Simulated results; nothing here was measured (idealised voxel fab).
Process module under the name voxel transistor to metal
Square cells of 5 nm make up the cross-section cut, whose width is 165 nm.
Cross-section, as written here: a square-cell grid given band by band from the top down, where a band holds one or more rows of cells. Heights first: top, then bottom, in nm. Then materials, left to right, each with a width in nm. "edge to edge" on a single material: fills the band edge to edge. "blank": empty space. Height datum 0, below which the as-received substrate wafer is one material. Lowest band open at the bottom, running downward: "z 0 and below". Width: "30..40" (first number = top row, second number = bottom row, same change from row to row of cells). Where the words "all unchanged" appear for a step, the cross-section shows no cell changed by that step; every cell remained as before. Fully sealed cavities: empty space of 8 cells or more with no open way to the top, each as width x height at its distance from the left edge, in nm. Read whatever lies past the settings on a step's line as the simulator's own remark about the step. When a step includes a mask, the "overlay nm" setting on its line states how far to the right of its planned place that mask lay, and negative values state how far to the left.
[Steps in the process plan]
1: RECEIVE with material Si
2: OXIDIZE with depth nm 5
3: CONFORMAL_DEP with material SiN, thk nm 10
4: MASKED_ETCH with tone cover, mask id ACTIVE, width nm 110, etch materials SiN, depth nm 10, overlay nm 0
5: MASKED_ETCH with tone cover, mask id ACTIVE, width nm 110, etch materials SiO2, depth nm 5, overlay nm 0
6: MASKED_ETCH with tone cover, mask id ACTIVE, width nm 110, etch materials Si, depth nm 25, overlay nm 0
7: OXIDIZE with depth nm 5
8: FILL_DEP with material SiO2, thk nm 15
9: CMP with height nm 10
10: SELECTIVE_ETCH with etch materials SiO2, depth nm 5
11: STRIP with etch materials SiN
12: SELECTIVE_ETCH with etch materials SiO2, depth nm 5
13: OXIDIZE with depth nm 5
14: DIRECTIONAL_DEP with material polySi, thk nm 30
15: DIRECTIONAL_DEP with material SiCN, thk nm 15
16: PATTERN with tone cover, mask id GATE, material resist, width nm 30, thk nm 15, overlay nm 0
17: DIRECTIONAL_ETCH with etch materials SiCN, depth nm 25
18: DIRECTIONAL_ETCH with etch materials polySi, depth nm 40
19: STRIP with etch materials resist
20: CONFORMAL_DEP with material SiO2, thk nm 5
21: DIRECTIONAL_ETCH with etch materials SiO2, depth nm 5
22: CONFORMAL_DEP with material SiN, thk nm 10
23: DIRECTIONAL_ETCH with etch materials SiN, depth nm 10
24: DIRECTIONAL_ETCH with etch materials SiO2, depth nm 5
25: DIRECTIONAL_ETCH with etch materials Si, depth nm 5
26: EPI with material pSi, thk nm 10
27: FILL_DEP with material SiO2, thk nm 10
28: CMP with height nm 25
29: STRIP with etch materials polySi
30: SELECTIVE_ETCH with etch materials SiO2, depth nm 5
31: CONFORMAL_DEP with material HfO2, thk nm 5
32: CONFORMAL_DEP with material TiN, thk nm 5
33: FILL_DEP with material W, thk nm 5
34: CMP with height nm 20
35: DIRECTIONAL_DEP with material SiO2, thk nm 10
36: PATTERN with tone open, mask id CONTACT, material resist, width nm 15, pitch nm 75, thk nm 20, overlay nm 0
37: DIRECTIONAL_ETCH with etch materials SiO2, depth nm 30
38: STRIP with etch materials resist
39: CONFORMAL_DEP with material TiN, thk nm 5
40: FILL_DEP with material Ru, thk nm 10
41: CMP with height nm 30
42: DIRECTIONAL_DEP with material TiN, thk nm 5
43: DIRECTIONAL_DEP with material W, thk nm 15
44: PATTERN with tone cover, mask id METAL_1, material resist, width nm 15, pitch nm 75, thk nm 20, overlay nm 0
45: DIRECTIONAL_ETCH with etch materials W, depth nm 15
46: DIRECTIONAL_ETCH with etch materials TiN, depth nm 5
47: STRIP with etch materials resist
48: FILL_DEP with material lowk, thk nm 5
49: CMP with height nm 50
50: CONFORMAL_DEP with material SiCN, thk nm 5
The width nm used in step 44 is not the same on every wafer, whereas the starting condition is; the value printed in the plan is the first wafer's.
[After step 1, as received: first of several wafers, cross-section]
z 0 and below = Si edge to edge
Fully sealed cavities: none
[Shown in cross-section: the first of several wafers at the end of the module, after its last step, step 50]
z 55 to 50 = SiCN edge to edge
z 50 to 35 = 35 nm lowk, then 15 nm W, then 60 nm lowk, then 15 nm W, then 40 nm lowk
z 35 to 30 = 35 nm lowk, then 15 nm TiN, then 60 nm lowk, then 15 nm TiN, then 40 nm lowk
z 30 to 20 = 35 nm SiO2, then 5 nm TiN, then 5 nm Ru, then 5 nm TiN, then 60 nm SiO2, then 5 nm TiN, then 5 nm Ru, then 5 nm TiN, then 40 nm SiO2
z 20 to 5 = 35 nm SiO2, then 5 nm TiN, then 5 nm Ru, then 5 nm TiN, then 10 nm SiN, then 5 nm HfO2, then 5 nm TiN, then 20 nm W, then 5 nm TiN, then 5 nm HfO2, then 10 nm SiN, then 5 nm TiN, then 5 nm Ru, then 5 nm TiN, then 40 nm SiO2
z 5 to 0 = 35 nm SiO2, then 15 nm TiN, then 10 nm SiN, then 5 nm HfO2, then 5 nm TiN, then 20 nm W, then 5 nm TiN, then 5 nm HfO2, then 10 nm SiN, then 15 nm TiN, then 40 nm SiO2
z 0 to -5 = 25 nm SiO2, then 10 nm SiN, then 15 nm pSi, then 10 nm SiN, then 5 nm HfO2, then 30 nm TiN, then 5 nm HfO2, then 10 nm SiN, then 15 nm pSi, then 10 nm SiN, then 30 nm SiO2
z -5 to -10 = 35 nm SiO2, then 15 nm pSi, then 10 nm SiO2, then 40 nm HfO2, then 10 nm SiO2, then 15 nm pSi, then 40 nm SiO2
z -10 to -15 = 30 nm SiO2, then 5 nm Si, then 15 nm pSi, then 60 nm Si, then 15 nm pSi, then 5 nm Si, then 35 nm SiO2
z -15 to -35 = 30 nm SiO2, then 100 nm Si, then 35 nm SiO2
z -35 and below = Si edge to edge
Fully sealed cavities: none
[Module end, final wafer: cross-section]
z 55 to 50 = SiCN edge to edge
z 50 to 35 = 30 nm lowk, then 30 nm W, then 45 nm lowk, then 30 nm W, then 30 nm lowk
z 35 to 30 = 30 nm lowk, then 30 nm TiN, then 45 nm lowk, then 30 nm TiN, then 30 nm lowk
z 30 to 20 = 35 nm SiO2, then 5 nm TiN, then 5 nm Ru, then 5 nm TiN, then 60 nm SiO2, then 5 nm TiN, then 5 nm Ru, then 5 nm TiN, then 40 nm SiO2
z 20 to 5 = 35 nm SiO2, then 5 nm TiN, then 5 nm Ru, then 5 nm TiN, then 10 nm SiN, then 5 nm HfO2, then 5 nm TiN, then 20 nm W, then 5 nm TiN, then 5 nm HfO2, then 10 nm SiN, then 5 nm TiN, then 5 nm Ru, then 5 nm TiN, then 40 nm SiO2
z 5 to 0 = 35 nm SiO2, then 15 nm TiN, then 10 nm SiN, then 5 nm HfO2, then 5 nm TiN, then 20 nm W, then 5 nm TiN, then 5 nm HfO2, then 10 nm SiN, then 15 nm TiN, then 40 nm SiO2
z 0 to -5 = 25 nm SiO2, then 10 nm SiN, then 15 nm pSi, then 10 nm SiN, then 5 nm HfO2, then 30 nm TiN, then 5 nm HfO2, then 10 nm SiN, then 15 nm pSi, then 10 nm SiN, then 30 nm SiO2
z -5 to -10 = 35 nm SiO2, then 15 nm pSi, then 10 nm SiO2, then 40 nm HfO2, then 10 nm SiO2, then 15 nm pSi, then 40 nm SiO2
z -10 to -15 = 30 nm SiO2, then 5 nm Si, then 15 nm pSi, then 60 nm Si, then 15 nm pSi, then 5 nm Si, then 35 nm SiO2
z -15 to -35 = 30 nm SiO2, then 100 nm Si, then 35 nm SiO2
z -35 and below = Si edge to edge
Fully sealed cavities: none
[Per wafer (row), end of module: delta in cells per material since receipt, (+) for gained, (-) for lost; closed voids after that]
width nm 15 | +18 HfO2 | +10 Ru | -137 Si | +33 SiCN | +24 SiN | +209 SiO2 | +46 TiN | +34 W | +108 lowk | +18 pSi | Fully sealed cavities: none
width nm 20 | +18 HfO2 | +10 Ru | -137 Si | +33 SiCN | +24 SiN | +209 SiO2 | +48 TiN | +40 W | +100 lowk | +18 pSi | Fully sealed cavities: none
width nm 25 | +18 HfO2 | +10 Ru | -137 Si | +33 SiCN | +24 SiN | +209 SiO2 | +50 TiN | +46 W | +92 lowk | +18 pSi | Fully sealed cavities: none
width nm 30 | +18 HfO2 | +10 Ru | -137 Si | +33 SiCN | +24 SiN | +209 SiO2 | +52 TiN | +52 W | +84 lowk | +18 pSi | Fully sealed cavities: none
